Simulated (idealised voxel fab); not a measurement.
process module | voxel tone inversion
cross-section cut | 195 nm wide | cells 5 nm
A cross-section is a grid of square cells, given in bands from the top down. A band is one or more rows of cells.
Each band's line starts with the height of the band's top and of its bottom, in nm. Then come its materials from left to right, each with its width in nm. One material with "throughout" fills the band from edge to edge. "air" is empty space.
Height 0 is the level under which the wafer as received is all one material. The lowest band goes on downwards, as in "0 down".
A width such as "30 to 40" changes by the same amount from each row of cells to the next, from the band's top row to its bottom row.
"no change" after a step means that no cell of the cross-section changed.
closed voids: empty space of 8 cells or more with no open way to the top, each as width x height at its distance from the left edge, in nm
after a step's settings: what the simulator itself notes on the step
overlay nm, on a step with a mask: how far to the right of its planned place the mask lay; to the left if negative
plan
1 op RECEIVE | material Si
2 op CONFORMAL_DEP | material SiCN | thk nm 10
3 op DIRECTIONAL_DEP | material polySi | thk nm 15
4 op PATTERN | tone cover | mask id POSTS | material resist | width nm 20 | pitch nm 35 | thk nm 25 | overlay nm 0
5 op DIRECTIONAL_ETCH | etch materials polySi | depth nm 15
6 op STRIP | etch materials resist
7 op FILL_DEP | material SiO2 | thk nm 5
8 op CMP | height nm 25
9 op STRIP | etch materials polySi
10 op CONFORMAL_DEP | material TiN | thk nm 5
11 op FILL_DEP | material Cu | thk nm 5
12 op CMP | height nm 25
13 op CONFORMAL_DEP | material SiCN | thk nm 5
first wafer, as planned
as received, after step 1
  0 down: Si throughout
  closed voids: none
after step 2
  10 to 0: SiCN throughout
  below 0: unchanged
after step 3
  25 to 10: polySi throughout
  below 10: unchanged
after step 4
  50 to 25: air 35 | resist 20 | air 15 | resist 20 | air 15 | resist 20 | air 15 | resist 20 | air 35
  below 25: unchanged
after step 5
  50 to 25: air 35 | resist 20 | air 15 | resist 20 | air 15 | resist 20 | air 15 | resist 20 | air 35
  25 to 10: air 35 | polySi 20 | air 15 | polySi 20 | air 15 | polySi 20 | air 15 | polySi 20 | air 35
  below 10: unchanged
after step 6
  25 to 10: air 35 | polySi 20 | air 15 | polySi 20 | air 15 | polySi 20 | air 15 | polySi 20 | air 35
  below 10: unchanged
after step 7
  30 to 25: SiO2 throughout
  25 to 10: SiO2 35 | polySi 20 | SiO2 15 | polySi 20 | SiO2 15 | polySi 20 | SiO2 15 | polySi 20 | SiO2 35
  below 10: unchanged
after step 8
  25 to 10: SiO2 35 | polySi 20 | SiO2 15 | polySi 20 | SiO2 15 | polySi 20 | SiO2 15 | polySi 20 | SiO2 35
  below 10: unchanged
after step 9
  25 to 10: SiO2 35 | air 20 | SiO2 15 | air 20 | SiO2 15 | air 20 | SiO2 15 | air 20 | SiO2 35
  below 10: unchanged
after step 10
  30 to 25: TiN 40 | air 10 | TiN 25 | air 10 | TiN 25 | air 10 | TiN 25 | air 10 | TiN 40
  25 to 15: SiO2 35 | TiN 5 | air 10 | TiN 5 | SiO2 15 | TiN 5 | air 10 | TiN 5 | SiO2 15 | TiN 5 | air 10 | TiN 5 | SiO2 15 | TiN 5 | air 10 | TiN 5 | SiO2 35
  15 to 10: SiO2 35 | TiN 20 | SiO2 15 | TiN 20 | SiO2 15 | TiN 20 | SiO2 15 | TiN 20 | SiO2 35
  below 10: unchanged
after step 11
  35 to 30: Cu throughout
  30 to 25: TiN 40 | Cu 10 | TiN 25 | Cu 10 | TiN 25 | Cu 10 | TiN 25 | Cu 10 | TiN 40
  25 to 15: SiO2 35 | TiN 5 | Cu 10 | TiN 5 | SiO2 15 | TiN 5 | Cu 10 | TiN 5 | SiO2 15 | TiN 5 | Cu 10 | TiN 5 | SiO2 15 | TiN 5 | Cu 10 | TiN 5 | SiO2 35
  below 15: unchanged
after step 12
  25 to 15: SiO2 35 | TiN 5 | Cu 10 | TiN 5 | SiO2 15 | TiN 5 | Cu 10 | TiN 5 | SiO2 15 | TiN 5 | Cu 10 | TiN 5 | SiO2 15 | TiN 5 | Cu 10 | TiN 5 | SiO2 35
  below 15: unchanged
after step 13
  30 to 25: SiCN throughout
  below 25: unchanged
second wafer: like start, like plan, one mistake. Through step 3 it matches the first wafer
when step 4 should have ended
  50 to 25: air 25 | resist 20 | air 15 | resist 20 | air 15 | resist 20 | air 15 | resist 20 | air 45
  below 25: unchanged
when step 5 should have ended
  50 to 25: air 25 | resist 20 | air 15 | resist 20 | air 15 | resist 20 | air 15 | resist 20 | air 45
  25 to 10: air 25 | polySi 20 | air 15 | polySi 20 | air 15 | polySi 20 | air 15 | polySi 20 | air 45
  below 10: unchanged
when step 6 should have ended
  25 to 10: air 25 | polySi 20 | air 15 | polySi 20 | air 15 | polySi 20 | air 15 | polySi 20 | air 45
  below 10: unchanged
when step 7 should have ended
  30 to 25: SiO2 throughout
  25 to 10: SiO2 25 | polySi 20 | SiO2 15 | polySi 20 | SiO2 15 | polySi 20 | SiO2 15 | polySi 20 | SiO2 45
  below 10: unchanged
when step 8 should have ended
  25 to 10: SiO2 25 | polySi 20 | SiO2 15 | polySi 20 | SiO2 15 | polySi 20 | SiO2 15 | polySi 20 | SiO2 45
  below 10: unchanged
when step 9 should have ended
  25 to 10: SiO2 25 | air 20 | SiO2 15 | air 20 | SiO2 15 | air 20 | SiO2 15 | air 20 | SiO2 45
  below 10: unchanged
when step 10 should have ended
  30 to 25: TiN 30 | air 10 | TiN 25 | air 10 | TiN 25 | air 10 | TiN 25 | air 10 | TiN 50
  25 to 15: SiO2 25 | TiN 5 | air 10 | TiN 5 | SiO2 15 | TiN 5 | air 10 | TiN 5 | SiO2 15 | TiN 5 | air 10 | TiN 5 | SiO2 15 | TiN 5 | air 10 | TiN 5 | SiO2 45
  15 to 10: SiO2 25 | TiN 20 | SiO2 15 | TiN 20 | SiO2 15 | TiN 20 | SiO2 15 | TiN 20 | SiO2 45
  below 10: unchanged
when step 11 should have ended
  35 to 30: Cu throughout
  30 to 25: TiN 30 | Cu 10 | TiN 25 | Cu 10 | TiN 25 | Cu 10 | TiN 25 | Cu 10 | TiN 50
  25 to 15: SiO2 25 | TiN 5 | Cu 10 | TiN 5 | SiO2 15 | TiN 5 | Cu 10 | TiN 5 | SiO2 15 | TiN 5 | Cu 10 | TiN 5 | SiO2 15 | TiN 5 | Cu 10 | TiN 5 | SiO2 45
  below 15: unchanged
when step 12 should have ended
  25 to 15: SiO2 25 | TiN 5 | Cu 10 | TiN 5 | SiO2 15 | TiN 5 | Cu 10 | TiN 5 | SiO2 15 | TiN 5 | Cu 10 | TiN 5 | SiO2 15 | TiN 5 | Cu 10 | TiN 5 | SiO2 45
  below 15: unchanged
when step 13 should have ended
  30 to 25: SiCN throughout
  below 25: unchanged
what went wrong: step 4 ran as: op PATTERN | tone cover | mask id POSTS | material resist | width nm 20 | pitch nm 35 | thk nm 25 | overlay nm -10
at the end the second wafer has, in cells: as many of each material as the first, in other places
